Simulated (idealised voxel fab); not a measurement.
process module | voxel transistor to metal
cross-section cut | 295 nm wide | cells 5 nm
A cross-section is a grid of square cells, given in bands from the top down. A band is one or more rows of cells.
Each band's line starts with the height of the band's top and of its bottom, in nm. Then come its materials from left to right, each with its width in nm. One material with "throughout" fills the band from edge to edge. "air" is empty space.
Height 0 is the level under which the wafer as received is all one material. The lowest band goes on downwards, as in "0 down".
A width such as "30 to 40" changes by the same amount from each row of cells to the next, from the band's top row to its bottom row.
"no change" after a step means that no cell of the cross-section changed.
closed voids: empty space of 8 cells or more with no open way to the top, each as width x height at its distance from the left edge, in nm
after a step's settings: what the simulator itself notes on the step
overlay nm, on a step with a mask: how far to the right of its planned place the mask lay; to the left if negative
plan
1 op RECEIVE | material Si
2 op CONFORMAL_DEP | material SiO2 | thk nm 5
3 op CONFORMAL_DEP | material SiN | thk nm 10
4 op MASKED_ETCH | tone cover | mask id ACTIVE | width nm 115 | pitch nm 135 | etch materials SiN | depth nm 10 | overlay nm 0
5 op MASKED_ETCH | tone cover | mask id ACTIVE | width nm 115 | pitch nm 135 | etch materials SiO2 | depth nm 5 | overlay nm 0
6 op MASKED_ETCH | tone cover | mask id ACTIVE | width nm 115 | pitch nm 135 | etch materials Si | depth nm 20 | overlay nm 0
7 op FILL_DEP | material SiO2 | thk nm 15
8 op CMP | height nm 15
9 op SELECTIVE_ETCH | etch materials SiO2 | depth nm 10
10 op STRIP | etch materials SiN
11 op SELECTIVE_ETCH | etch materials SiO2 | depth nm 5
12 op OXIDIZE | depth nm 5
13 op DIRECTIONAL_DEP | material polySi | thk nm 30
14 op DIRECTIONAL_DEP | material SiCN | thk nm 15
15 op DIRECTIONAL_DEP | material aC | thk nm 15
16 op PATTERN | tone cover | mask id GATE | material resist | width nm 25 | pitch nm 135 | thk nm 35 | overlay nm 0
17 op DIRECTIONAL_ETCH | etch materials aC | depth nm 15
18 op STRIP | etch materials resist
19 op DIRECTIONAL_ETCH | etch materials SiCN | depth nm 25
20 op DIRECTIONAL_ETCH | etch materials polySi | depth nm 40
21 op STRIP | etch materials aC
22 op CONFORMAL_DEP | material SiO2 | thk nm 5
23 op DIRECTIONAL_ETCH | etch materials SiO2 | depth nm 5
24 op CONFORMAL_DEP | material SiN | thk nm 10
25 op DIRECTIONAL_ETCH | etch materials SiN | depth nm 10
26 op DIRECTIONAL_ETCH | etch materials SiO2 | depth nm 5
27 op DIRECTIONAL_ETCH | etch materials Si | depth nm 10
28 op EPI | material SiGe | thk nm 10
29 op FILL_DEP | material SiO2 | thk nm 5
30 op CMP | height nm 30
31 op STRIP | etch materials polySi
32 op SELECTIVE_ETCH | etch materials SiO2 | depth nm 5
33 op CONFORMAL_DEP | material HfO2 | thk nm 5
34 op CONFORMAL_DEP | material TiN | thk nm 5
35 op FILL_DEP | material W | thk nm 10
36 op CMP | height nm 25
37 op DIRECTIONAL_DEP | material SiO2 | thk nm 10
38 op MASKED_ETCH | tone open | mask id CONTACT | width nm 20 | etch materials SiO2 | depth nm 40 | overlay nm 0
39 op CONFORMAL_DEP | material TiN | thk nm 5
40 op FILL_DEP | material W | thk nm 5
41 op CMP | height nm 35
42 op CONFORMAL_DEP | material SiN | thk nm 5
43 op DIRECTIONAL_DEP | material lowk | thk nm 15
44 op MASKED_ETCH | tone open | mask id METAL_1 | width nm 20 | etch materials lowk | depth nm 15 | overlay nm 0
45 op MASKED_ETCH | tone open | mask id METAL_1 | width nm 20 | etch materials SiN | depth nm 5 | overlay nm 0
46 op CONFORMAL_DEP | material TiN | thk nm 5
47 op FILL_DEP | material Cu | thk nm 10
48 op CMP | height nm 55
49 op CONFORMAL_DEP | material SiCN | thk nm 5
50 op DIRECTIONAL_DEP | material lowk | thk nm 30
51 op DIRECTIONAL_DEP | material aC | thk nm 10
52 op PATTERN | tone open | mask id METAL_2_HOLES | material resist | width nm 15 | pitch nm 135 | thk nm 30 | overlay nm 0
53 op DIRECTIONAL_ETCH | etch materials aC | depth nm 10
54 op STRIP | etch materials resist
55 op DIRECTIONAL_ETCH | etch materials lowk | depth nm 30
56 op STRIP | etch materials aC
57 op PATTERN | tone open | mask id METAL_2 | material resist | width nm 20 | pitch nm 135 | thk nm 15 | overlay nm 0
58 op DIRECTIONAL_ETCH | etch materials lowk | depth nm 15
59 op DIRECTIONAL_ETCH | etch materials SiCN | depth nm 5
60 op STRIP | etch materials resist
61 op CONFORMAL_DEP | material TiN | thk nm 5
62 op FILL_DEP | material Ru | thk nm 10
63 op CMP | height nm 90
64 op CONFORMAL_DEP | material SiCN | thk nm 5
first wafer, as planned
as received, after step 1
  0 down: Si throughout
  closed voids: none
after step 2
  5 to 0: SiO2 throughout
  below 0: unchanged
after step 3
  15 to 5: SiN throughout
  below 5: unchanged
after step 4
  15 to 5: air 20 | SiN 115 | air 20 | SiN 115 | air 25
  below 5: unchanged
after step 5
  15 to 5: air 20 | SiN 115 | air 20 | SiN 115 | air 25
  5 to 0: air 20 | SiO2 115 | air 20 | SiO2 115 | air 25
  below 0: unchanged
after step 6
  15 to 5: air 20 | SiN 115 | air 20 | SiN 115 | air 25
  5 to 0: air 20 | SiO2 115 | air 20 | SiO2 115 | air 25
  0 to -20: air 20 | Si 115 | air 20 | Si 115 | air 25
  below -20: unchanged
after step 7
  30 to 15: SiO2 throughout
  15 to 5: SiO2 20 | SiN 115 | SiO2 20 | SiN 115 | SiO2 25
  5 to 0: SiO2 throughout
  0 to -20: SiO2 20 | Si 115 | SiO2 20 | Si 115 | SiO2 25
  below -20: unchanged
after step 8
  15 to 5: SiO2 20 | SiN 115 | SiO2 20 | SiN 115 | SiO2 25
  below 5: unchanged
after step 9
  15 to 5: air 20 | SiN 115 | air 20 | SiN 115 | air 25
  below 5: unchanged
after step 10
  5 to 0: SiO2 throughout
  below 0: unchanged
after step 11
  0 to -20: SiO2 20 | Si 115 | SiO2 20 | Si 115 | SiO2 25
  below -20: unchanged
after step 12
  0 to -5: SiO2 throughout
  below -5: unchanged
after step 13
  30 to 0: polySi throughout
  below 0: unchanged
after step 14
  45 to 30: SiCN throughout
  below 30: unchanged
after step 15
  60 to 45: aC throughout
  below 45: unchanged
after step 16
  95 to 60: air 65 | resist 25 | air 110 | resist 25 | air 70
  below 60: unchanged
after step 17
  80 to 60: air 65 | resist 25 | air 110 | resist 25 | air 70
  60 to 45: air 65 | aC 25 | air 110 | aC 25 | air 70
  below 45: unchanged
after step 18
  60 to 45: air 65 | aC 25 | air 110 | aC 25 | air 70
  below 45: unchanged
after step 19
  60 to 45: air 65 | aC 25 | air 110 | aC 25 | air 70
  45 to 30: air 65 | SiCN 25 | air 110 | SiCN 25 | air 70
  below 30: unchanged
after step 20
  60 to 45: air 65 | aC 25 | air 110 | aC 25 | air 70
  45 to 30: air 65 | SiCN 25 | air 110 | SiCN 25 | air 70
  30 to 0: air 65 | polySi 25 | air 110 | polySi 25 | air 70
  below 0: unchanged
after step 21
  45 to 30: air 65 | SiCN 25 | air 110 | SiCN 25 | air 70
  below 30: unchanged
after step 22
  50 to 45: air 60 | SiO2 35 | air 100 | SiO2 35 | air 65
  45 to 30: air 60 | SiO2 5 | SiCN 25 | SiO2 5 | air 100 | SiO2 5 | SiCN 25 | SiO2 5 | air 65
  30 to 5: air 60 | SiO2 5 | polySi 25 | SiO2 5 | air 100 | SiO2 5 | polySi 25 | SiO2 5 | air 65
  5 to 0: SiO2 65 | polySi 25 | SiO2 110 | polySi 25 | SiO2 70
  below 0: unchanged
after step 23
  45 to 30: air 60 | SiO2 5 | SiCN 25 | SiO2 5 | air 100 | SiO2 5 | SiCN 25 | SiO2 5 | air 65
  30 to 0: air 60 | SiO2 5 | polySi 25 | SiO2 5 | air 100 | SiO2 5 | polySi 25 | SiO2 5 | air 65
  below 0: unchanged
after step 24
  55 to 45: air 50 | SiN 55 | air 80 | SiN 55 | air 55
  45 to 30: air 50 | SiN 10 | SiO2 5 | SiCN 25 | SiO2 5 | SiN 10 | air 80 | SiN 10 | SiO2 5 | SiCN 25 | SiO2 5 | SiN 10 | air 55
  30 to 10: air 50 | SiN 10 | SiO2 5 | polySi 25 | SiO2 5 | SiN 10 | air 80 | SiN 10 | SiO2 5 | polySi 25 | SiO2 5 | SiN 10 | air 55
  10 to 0: SiN 60 | SiO2 5 | polySi 25 | SiO2 5 | SiN 100 | SiO2 5 | polySi 25 | SiO2 5 | SiN 65
  below 0: unchanged
after step 25
  45 to 30: air 50 | SiN 10 | SiO2 5 | SiCN 25 | SiO2 5 | SiN 10 | air 80 | SiN 10 | SiO2 5 | SiCN 25 | SiO2 5 | SiN 10 | air 55
  30 to 0: air 50 | SiN 10 | SiO2 5 | polySi 25 | SiO2 5 | SiN 10 | air 80 | SiN 10 | SiO2 5 | polySi 25 | SiO2 5 | SiN 10 | air 55
  below 0: unchanged
after step 26
  45 to 40: air 50 | SiN 10 | air 5 | SiCN 25 | air 5 | SiN 10 | air 80 | SiN 10 | air 5 | SiCN 25 | air 5 | SiN 10 | air 55
  40 to 30: air 50 | SiN 10 | SiO2 5 | SiCN 25 | SiO2 5 | SiN 10 | air 80 | SiN 10 | SiO2 5 | SiCN 25 | SiO2 5 | SiN 10 | air 55
  30 to 0: air 50 | SiN 10 | SiO2 5 | polySi 25 | SiO2 5 | SiN 10 | air 80 | SiN 10 | SiO2 5 | polySi 25 | SiO2 5 | SiN 10 | air 55
  0 to -5: air 50 | SiO2 55 | air 80 | SiO2 55 | air 55
  below -5: unchanged
after step 27
  45 to 40: air 50 | SiN 10 | air 5 | SiCN 25 | air 5 | SiN 10 | air 80 | SiN 10 | air 5 | SiCN 25 | air 5 | SiN 10 | air 55
  40 to 30: air 50 | SiN 10 | SiO2 5 | SiCN 25 | SiO2 5 | SiN 10 | air 80 | SiN 10 | SiO2 5 | SiCN 25 | SiO2 5 | SiN 10 | air 55
  30 to 0: air 50 | SiN 10 | SiO2 5 | polySi 25 | SiO2 5 | SiN 10 | air 80 | SiN 10 | SiO2 5 | polySi 25 | SiO2 5 | SiN 10 | air 55
  0 to -5: air 50 | SiO2 55 | air 80 | SiO2 55 | air 55
  -5 to -15: SiO2 20 | air 30 | Si 55 | air 30 | SiO2 20 | air 30 | Si 55 | air 30 | SiO2 25
  below -15: unchanged
after step 28
  45 to 40: air 50 | SiN 10 | air 5 | SiCN 25 | air 5 | SiN 10 | air 80 | SiN 10 | air 5 | SiCN 25 | air 5 | SiN 10 | air 55
  40 to 30: air 50 | SiN 10 | SiO2 5 | SiCN 25 | SiO2 5 | SiN 10 | air 80 | SiN 10 | SiO2 5 | SiCN 25 | SiO2 5 | SiN 10 | air 55
  30 to 5: air 50 | SiN 10 | SiO2 5 | polySi 25 | SiO2 5 | SiN 10 | air 80 | SiN 10 | SiO2 5 | polySi 25 | SiO2 5 | SiN 10 | air 55
  5 to 0: air 40 | SiGe 10 | SiN 10 | SiO2 5 | polySi 25 | SiO2 5 | SiN 10 | SiGe 10 | air 60 | SiGe 10 | SiN 10 | SiO2 5 | polySi 25 | SiO2 5 | SiN 10 | SiGe 10 | air 45
  0 to -5: air 40 | SiGe 10 | SiO2 55 | SiGe 10 | air 60 | SiGe 10 | SiO2 55 | SiGe 10 | air 45
  -5 to -15: SiO2 20 | SiGe 30 | Si 55 | SiGe 30 | SiO2 20 | SiGe 30 | Si 55 | SiGe 30 | SiO2 25
  below -15: unchanged
after step 29
  50 to 45: SiO2 throughout
  45 to 30: SiO2 50 | SiN 10 | SiO2 5 | SiCN 25 | SiO2 5 | SiN 10 | SiO2 80 | SiN 10 | SiO2 5 | SiCN 25 | SiO2 5 | SiN 10 | SiO2 55
  30 to 5: SiO2 50 | SiN 10 | SiO2 5 | polySi 25 | SiO2 5 | SiN 10 | SiO2 80 | SiN 10 | SiO2 5 | polySi 25 | SiO2 5 | SiN 10 | SiO2 55
  5 to 0: SiO2 40 | SiGe 10 | SiN 10 | SiO2 5 | polySi 25 | SiO2 5 | SiN 10 | SiGe 10 | SiO2 60 | SiGe 10 | SiN 10 | SiO2 5 | polySi 25 | SiO2 5 | SiN 10 | SiGe 10 | SiO2 45
  0 to -5: SiO2 40 | SiGe 10 | SiO2 55 | SiGe 10 | SiO2 60 | SiGe 10 | SiO2 55 | SiGe 10 | SiO2 45
  below -5: unchanged
after step 30
  30 to 5: SiO2 50 | SiN 10 | SiO2 5 | polySi 25 | SiO2 5 | SiN 10 | SiO2 80 | SiN 10 | SiO2 5 | polySi 25 | SiO2 5 | SiN 10 | SiO2 55
  below 5: unchanged
after step 31
  30 to 5: SiO2 50 | SiN 10 | SiO2 5 | air 25 | SiO2 5 | SiN 10 | SiO2 80 | SiN 10 | SiO2 5 | air 25 | SiO2 5 | SiN 10 | SiO2 55
  5 to 0: SiO2 40 | SiGe 10 | SiN 10 | SiO2 5 | air 25 | SiO2 5 | SiN 10 | SiGe 10 | SiO2 60 | SiGe 10 | SiN 10 | SiO2 5 | air 25 | SiO2 5 | SiN 10 | SiGe 10 | SiO2 45
  below 0: unchanged
after step 32
  30 to 25: air 50 | SiN 10 | air 35 | SiN 10 | air 80 | SiN 10 | air 35 | SiN 10 | air 55
  25 to 5: SiO2 50 | SiN 10 | air 35 | SiN 10 | SiO2 80 | SiN 10 | air 35 | SiN 10 | SiO2 55
  5 to 0: SiO2 40 | SiGe 10 | SiN 10 | air 35 | SiN 10 | SiGe 10 | SiO2 60 | SiGe 10 | SiN 10 | air 35 | SiN 10 | SiGe 10 | SiO2 45
  0 to -5: SiO2 40 | SiGe 10 | SiO2 10 | air 35 | SiO2 10 | SiGe 10 | SiO2 60 | SiGe 10 | SiO2 10 | air 35 | SiO2 10 | SiGe 10 | SiO2 45
  below -5: unchanged
after step 33
  35 to 30: air 45 | HfO2 20 | air 25 | HfO2 20 | air 70 | HfO2 20 | air 25 | HfO2 20 | air 50
  30 to 25: HfO2 50 | SiN 10 | HfO2 5 | air 25 | HfO2 5 | SiN 10 | HfO2 80 | SiN 10 | HfO2 5 | air 25 | HfO2 5 | SiN 10 | HfO2 55
  25 to 5: SiO2 50 | SiN 10 | HfO2 5 | air 25 | HfO2 5 | SiN 10 | SiO2 80 | SiN 10 | HfO2 5 | air 25 | HfO2 5 | SiN 10 | SiO2 55
  5 to 0: SiO2 40 | SiGe 10 | SiN 10 | HfO2 5 | air 25 | HfO2 5 | SiN 10 | SiGe 10 | SiO2 60 | SiGe 10 | SiN 10 | HfO2 5 | air 25 | HfO2 5 | SiN 10 | SiGe 10 | SiO2 45
  0 to -5: SiO2 40 | SiGe 10 | SiO2 10 | HfO2 35 | SiO2 10 | SiGe 10 | SiO2 60 | SiGe 10 | SiO2 10 | HfO2 35 | SiO2 10 | SiGe 10 | SiO2 45
  below -5: unchanged
after step 34
  40 to 35: air 40 | TiN 30 | air 15 | TiN 30 | air 60 | TiN 30 | air 15 | TiN 30 | air 45
  35 to 30: TiN 45 | HfO2 20 | TiN 5 | air 15 | TiN 5 | HfO2 20 | TiN 70 | HfO2 20 | TiN 5 | air 15 | TiN 5 | HfO2 20 | TiN 50
  30 to 25: HfO2 50 | SiN 10 | HfO2 5 | TiN 5 | air 15 | TiN 5 | HfO2 5 | SiN 10 | HfO2 80 | SiN 10 | HfO2 5 | TiN 5 | air 15 | TiN 5 | HfO2 5 | SiN 10 | HfO2 55
  25 to 5: SiO2 50 | SiN 10 | HfO2 5 | TiN 5 | air 15 | TiN 5 | HfO2 5 | SiN 10 | SiO2 80 | SiN 10 | HfO2 5 | TiN 5 | air 15 | TiN 5 | HfO2 5 | SiN 10 | SiO2 55
  5 to 0: SiO2 40 | SiGe 10 | SiN 10 | HfO2 5 | TiN 25 | HfO2 5 | SiN 10 | SiGe 10 | SiO2 60 | SiGe 10 | SiN 10 | HfO2 5 | TiN 25 | HfO2 5 | SiN 10 | SiGe 10 | SiO2 45
  below 0: unchanged
after step 35
  50 to 40: W throughout
  40 to 35: W 40 | TiN 30 | W 15 | TiN 30 | W 60 | TiN 30 | W 15 | TiN 30 | W 45
  35 to 30: TiN 45 | HfO2 20 | TiN 5 | W 15 | TiN 5 | HfO2 20 | TiN 70 | HfO2 20 | TiN 5 | W 15 | TiN 5 | HfO2 20 | TiN 50
  30 to 25: HfO2 50 | SiN 10 | HfO2 5 | TiN 5 | W 15 | TiN 5 | HfO2 5 | SiN 10 | HfO2 80 | SiN 10 | HfO2 5 | TiN 5 | W 15 | TiN 5 | HfO2 5 | SiN 10 | HfO2 55
  25 to 5: SiO2 50 | SiN 10 | HfO2 5 | TiN 5 | W 15 | TiN 5 | HfO2 5 | SiN 10 | SiO2 80 | SiN 10 | HfO2 5 | TiN 5 | W 15 | TiN 5 | HfO2 5 | SiN 10 | SiO2 55
  below 5: unchanged
after step 36
  25 to 5: SiO2 50 | SiN 10 | HfO2 5 | TiN 5 | W 15 | TiN 5 | HfO2 5 | SiN 10 | SiO2 80 | SiN 10 | HfO2 5 | TiN 5 | W 15 | TiN 5 | HfO2 5 | SiN 10 | SiO2 55
  below 5: unchanged
after step 37
  35 to 25: SiO2 throughout
  below 25: unchanged
after step 38
  35 to 25: SiO2 25 | air 20 | SiO2 65 | air 20 | SiO2 30 | air 20 | SiO2 65 | air 20 | SiO2 30
  25 to 5: SiO2 25 | air 20 | SiO2 5 | SiN 10 | HfO2 5 | TiN 5 | W 15 | TiN 5 | HfO2 5 | SiN 10 | SiO2 5 | air 20 | SiO2 30 | air 20 | SiO2 5 | SiN 10 | HfO2 5 | TiN 5 | W 15 | TiN 5 | HfO2 5 | SiN 10 | SiO2 5 | air 20 | SiO2 30
  5 to 0: SiO2 25 | air 15 | SiGe 10 | SiN 10 | HfO2 5 | TiN 25 | HfO2 5 | SiN 10 | SiGe 10 | air 15 | SiO2 30 | air 15 | SiGe 10 | SiN 10 | HfO2 5 | TiN 25 | HfO2 5 | SiN 10 | SiGe 10 | air 15 | SiO2 30
  0 to -5: SiO2 25 | air 15 | SiGe 10 | SiO2 10 | HfO2 35 | SiO2 10 | SiGe 10 | air 15 | SiO2 30 | air 15 | SiGe 10 | SiO2 10 | HfO2 35 | SiO2 10 | SiGe 10 | air 15 | SiO2 30
  below -5: unchanged
after step 39
  40 to 35: TiN 30 | air 10 | TiN 75 | air 10 | TiN 40 | air 10 | TiN 75 | air 10 | TiN 35
  35 to 25: SiO2 25 | TiN 5 | air 10 | TiN 5 | SiO2 65 | TiN 5 | air 10 | TiN 5 | SiO2 30 | TiN 5 | air 10 | TiN 5 | SiO2 65 | TiN 5 | air 10 | TiN 5 | SiO2 30
  25 to 10: SiO2 25 | TiN 5 | air 10 | TiN 5 | SiO2 5 | SiN 10 | HfO2 5 | TiN 5 | W 15 | TiN 5 | HfO2 5 | SiN 10 | SiO2 5 | TiN 5 | air 10 | TiN 5 | SiO2 30 | TiN 5 | air 10 | TiN 5 | SiO2 5 | SiN 10 | HfO2 5 | TiN 5 | W 15 | TiN 5 | HfO2 5 | SiN 10 | SiO2 5 | TiN 5 | air 10 | TiN 5 | SiO2 30
  10 to 5: SiO2 25 | TiN 5 | air 5 | TiN 10 | SiO2 5 | SiN 10 | HfO2 5 | TiN 5 | W 15 | TiN 5 | HfO2 5 | SiN 10 | SiO2 5 | TiN 10 | air 5 | TiN 5 | SiO2 30 | TiN 5 | air 5 | TiN 10 | SiO2 5 | SiN 10 | HfO2 5 | TiN 5 | W 15 | TiN 5 | HfO2 5 | SiN 10 | SiO2 5 | TiN 10 | air 5 | TiN 5 | SiO2 30
  5 to 0: SiO2 25 | TiN 5 | air 5 | TiN 5 | SiGe 10 | SiN 10 | HfO2 5 | TiN 25 | HfO2 5 | SiN 10 | SiGe 10 | TiN 5 | air 5 | TiN 5 | SiO2 30 | TiN 5 | air 5 | TiN 5 | SiGe 10 | SiN 10 | HfO2 5 | TiN 25 | HfO2 5 | SiN 10 | SiGe 10 | TiN 5 | air 5 | TiN 5 | SiO2 30
  0 to -5: SiO2 25 | TiN 15 | SiGe 10 | SiO2 10 | HfO2 35 | SiO2 10 | SiGe 10 | TiN 15 | SiO2 30 | TiN 15 | SiGe 10 | SiO2 10 | HfO2 35 | SiO2 10 | SiGe 10 | TiN 15 | SiO2 30
  below -5: unchanged
after step 40
  45 to 40: W throughout
  40 to 35: TiN 30 | W 10 | TiN 75 | W 10 | TiN 40 | W 10 | TiN 75 | W 10 | TiN 35
  35 to 25: SiO2 25 | TiN 5 | W 10 | TiN 5 | SiO2 65 | TiN 5 | W 10 | TiN 5 | SiO2 30 | TiN 5 | W 10 | TiN 5 | SiO2 65 | TiN 5 | W 10 | TiN 5 | SiO2 30
  25 to 10: SiO2 25 | TiN 5 | W 10 | TiN 5 | SiO2 5 | SiN 10 | HfO2 5 | TiN 5 | W 15 | TiN 5 | HfO2 5 | SiN 10 | SiO2 5 | TiN 5 | W 10 | TiN 5 | SiO2 30 | TiN 5 | W 10 | TiN 5 | SiO2 5 | SiN 10 | HfO2 5 | TiN 5 | W 15 | TiN 5 | HfO2 5 | SiN 10 | SiO2 5 | TiN 5 | W 10 | TiN 5 | SiO2 30
  10 to 5: SiO2 25 | TiN 5 | W 5 | TiN 10 | SiO2 5 | SiN 10 | HfO2 5 | TiN 5 | W 15 | TiN 5 | HfO2 5 | SiN 10 | SiO2 5 | TiN 10 | W 5 | TiN 5 | SiO2 30 | TiN 5 | W 5 | TiN 10 | SiO2 5 | SiN 10 | HfO2 5 | TiN 5 | W 15 | TiN 5 | HfO2 5 | SiN 10 | SiO2 5 | TiN 10 | W 5 | TiN 5 | SiO2 30
  5 to 0: SiO2 25 | TiN 5 | W 5 | TiN 5 | SiGe 10 | SiN 10 | HfO2 5 | TiN 25 | HfO2 5 | SiN 10 | SiGe 10 | TiN 5 | W 5 | TiN 5 | SiO2 30 | TiN 5 | W 5 | TiN 5 | SiGe 10 | SiN 10 | HfO2 5 | TiN 25 | HfO2 5 | SiN 10 | SiGe 10 | TiN 5 | W 5 | TiN 5 | SiO2 30
  below 0: unchanged
after step 41
  35 to 25: SiO2 25 | TiN 5 | W 10 | TiN 5 | SiO2 65 | TiN 5 | W 10 | TiN 5 | SiO2 30 | TiN 5 | W 10 | TiN 5 | SiO2 65 | TiN 5 | W 10 | TiN 5 | SiO2 30
  below 25: unchanged
after step 42
  40 to 35: SiN throughout
  below 35: unchanged
after step 43
  55 to 40: lowk throughout
  below 40: unchanged
after step 44
  55 to 40: lowk 25 | air 20 | lowk 65 | air 20 | lowk 30 | air 20 | lowk 65 | air 20 | lowk 30
  below 40: unchanged
after step 45
  55 to 40: lowk 25 | air 20 | lowk 65 | air 20 | lowk 30 | air 20 | lowk 65 | air 20 | lowk 30
  40 to 35: SiN 25 | air 20 | SiN 65 | air 20 | SiN 30 | air 20 | SiN 65 | air 20 | SiN 30
  below 35: unchanged
after step 46
  60 to 55: TiN 30 | air 10 | TiN 75 | air 10 | TiN 40 | air 10 | TiN 75 | air 10 | TiN 35
  55 to 40: lowk 25 | TiN 5 | air 10 | TiN 5 | lowk 65 | TiN 5 | air 10 | TiN 5 | lowk 30 | TiN 5 | air 10 | TiN 5 | lowk 65 | TiN 5 | air 10 | TiN 5 | lowk 30
  40 to 35: SiN 25 | TiN 20 | SiN 65 | TiN 20 | SiN 30 | TiN 20 | SiN 65 | TiN 20 | SiN 30
  below 35: unchanged
after step 47
  70 to 60: Cu throughout
  60 to 55: TiN 30 | Cu 10 | TiN 75 | Cu 10 | TiN 40 | Cu 10 | TiN 75 | Cu 10 | TiN 35
  55 to 40: lowk 25 | TiN 5 | Cu 10 | TiN 5 | lowk 65 | TiN 5 | Cu 10 | TiN 5 | lowk 30 | TiN 5 | Cu 10 | TiN 5 | lowk 65 | TiN 5 | Cu 10 | TiN 5 | lowk 30
  below 40: unchanged
after step 48
  55 to 40: lowk 25 | TiN 5 | Cu 10 | TiN 5 | lowk 65 | TiN 5 | Cu 10 | TiN 5 | lowk 30 | TiN 5 | Cu 10 | TiN 5 | lowk 65 | TiN 5 | Cu 10 | TiN 5 | lowk 30
  below 40: unchanged
after step 49
  60 to 55: SiCN throughout
  below 55: unchanged
after step 50
  90 to 60: lowk throughout
  below 60: unchanged
after step 51
  100 to 90: aC throughout
  below 90: unchanged
after step 52
  130 to 100: resist 25 | air 15 | resist 120 | air 15 | resist 120
  below 100: unchanged
after step 53
  120 to 100: resist 25 | air 15 | resist 120 | air 15 | resist 120
  100 to 90: aC 25 | air 15 | aC 120 | air 15 | aC 120
  below 90: unchanged
after step 54
  100 to 90: aC 25 | air 15 | aC 120 | air 15 | aC 120
  below 90: unchanged
after step 55
  100 to 90: aC 25 | air 15 | aC 120 | air 15 | aC 120
  90 to 60: lowk 25 | air 15 | lowk 120 | air 15 | lowk 120
  below 60: unchanged
after step 56
  90 to 60: lowk 25 | air 15 | lowk 120 | air 15 | lowk 120
  below 60: unchanged
after step 57
  105 to 90: resist 25 | air 20 | resist 115 | air 20 | resist 115
  below 90: unchanged
after step 58
  105 to 90: resist 25 | air 20 | resist 115 | air 20 | resist 115
  90 to 75: lowk 25 | air 20 | lowk 115 | air 20 | lowk 115
  below 75: unchanged
after step 59
  105 to 90: resist 25 | air 20 | resist 115 | air 20 | resist 115
  90 to 75: lowk 25 | air 20 | lowk 115 | air 20 | lowk 115
  75 to 60: lowk 25 | air 15 | lowk 120 | air 15 | lowk 120
  60 to 55: SiCN 25 | air 15 | SiCN 120 | air 15 | SiCN 120
  below 55: unchanged
after step 60
  90 to 75: lowk 25 | air 20 | lowk 115 | air 20 | lowk 115
  below 75: unchanged
after step 61
  95 to 90: TiN 30 | air 10 | TiN 125 | air 10 | TiN 120
  90 to 80: lowk 25 | TiN 5 | air 10 | TiN 5 | lowk 115 | TiN 5 | air 10 | TiN 5 | lowk 115
  80 to 75: lowk 25 | TiN 5 | air 5 | TiN 10 | lowk 115 | TiN 5 | air 5 | TiN 10 | lowk 115
  75 to 60: lowk 25 | TiN 5 | air 5 | TiN 5 | lowk 120 | TiN 5 | air 5 | TiN 5 | lowk 120
  60 to 55: SiCN 25 | TiN 15 | SiCN 120 | TiN 15 | SiCN 120
  below 55: unchanged
after step 62
  105 to 95: Ru throughout
  95 to 90: TiN 30 | Ru 10 | TiN 125 | Ru 10 | TiN 120
  90 to 80: lowk 25 | TiN 5 | Ru 10 | TiN 5 | lowk 115 | TiN 5 | Ru 10 | TiN 5 | lowk 115
  80 to 75: lowk 25 | TiN 5 | Ru 5 | TiN 10 | lowk 115 | TiN 5 | Ru 5 | TiN 10 | lowk 115
  75 to 60: lowk 25 | TiN 5 | Ru 5 | TiN 5 | lowk 120 | TiN 5 | Ru 5 | TiN 5 | lowk 120
  below 60: unchanged
after step 63
  90 to 80: lowk 25 | TiN 5 | Ru 10 | TiN 5 | lowk 115 | TiN 5 | Ru 10 | TiN 5 | lowk 115
  below 80: unchanged
after step 64
  95 to 90: SiCN throughout
  below 90: unchanged
second wafer: like start, like plan, one mistake. Through step 56 it matches the first wafer
when step 57 should have ended
  105 to 90: resist 30 | air 15 | resist 120 | air 15 | resist 115
  90 to 60: lowk 25 | resist 5 | air 10 | lowk 120 | resist 5 | air 10 | lowk 120
  below 60: unchanged
when step 58 should have ended
  105 to 90: resist 30 | air 15 | resist 120 | air 15 | resist 115
  90 to 75: lowk 25 | resist 5 | air 15 | lowk 115 | resist 5 | air 15 | lowk 115
  below 75: unchanged
when step 59 should have ended
  105 to 90: resist 30 | air 15 | resist 120 | air 15 | resist 115
  90 to 75: lowk 25 | resist 5 | air 15 | lowk 115 | resist 5 | air 15 | lowk 115
  75 to 60: lowk 25 | resist 5 | air 10 | lowk 120 | resist 5 | air 10 | lowk 120
  60 to 55: SiCN 30 | air 10 | SiCN 125 | air 10 | SiCN 120
  below 55: unchanged
when step 60 should have ended
  90 to 75: lowk 25 | air 20 | lowk 115 | air 20 | lowk 115
  75 to 60: lowk 25 | air 15 | lowk 120 | air 15 | lowk 120
  below 60: unchanged
when step 61 should have ended
  95 to 90: TiN 30 | air 10 | TiN 125 | air 10 | TiN 120
  90 to 80: lowk 25 | TiN 5 | air 10 | TiN 5 | lowk 115 | TiN 5 | air 10 | TiN 5 | lowk 115
  80 to 75: lowk 25 | TiN 5 | air 5 | TiN 10 | lowk 115 | TiN 5 | air 5 | TiN 10 | lowk 115
  75 to 65: lowk 25 | TiN 5 | air 5 | TiN 5 | lowk 120 | TiN 5 | air 5 | TiN 5 | lowk 120
  65 to 60: lowk 25 | TiN 15 | lowk 120 | TiN 15 | lowk 120
  60 to 55: SiCN 30 | TiN 10 | SiCN 125 | TiN 10 | SiCN 120
  below 55: unchanged
when step 62 should have ended
  105 to 95: Ru throughout
  95 to 90: TiN 30 | Ru 10 | TiN 125 | Ru 10 | TiN 120
  90 to 80: lowk 25 | TiN 5 | Ru 10 | TiN 5 | lowk 115 | TiN 5 | Ru 10 | TiN 5 | lowk 115
  80 to 75: lowk 25 | TiN 5 | Ru 5 | TiN 10 | lowk 115 | TiN 5 | Ru 5 | TiN 10 | lowk 115
  75 to 65: lowk 25 | TiN 5 | Ru 5 | TiN 5 | lowk 120 | TiN 5 | Ru 5 | TiN 5 | lowk 120
  below 65: unchanged
when step 63 should have ended
  90 to 80: lowk 25 | TiN 5 | Ru 10 | TiN 5 | lowk 115 | TiN 5 | Ru 10 | TiN 5 | lowk 115
  below 80: unchanged
when step 64 should have ended
  95 to 90: SiCN throughout
  below 90: unchanged
what went wrong: step 57 ran as: op PATTERN | tone open | mask id METAL_2 | material resist | width nm 15 | pitch nm 135 | thk nm 15 | overlay nm 0
at the end the second wafer has, in cells: 2 fewer of Ru | 2 more of SiCN
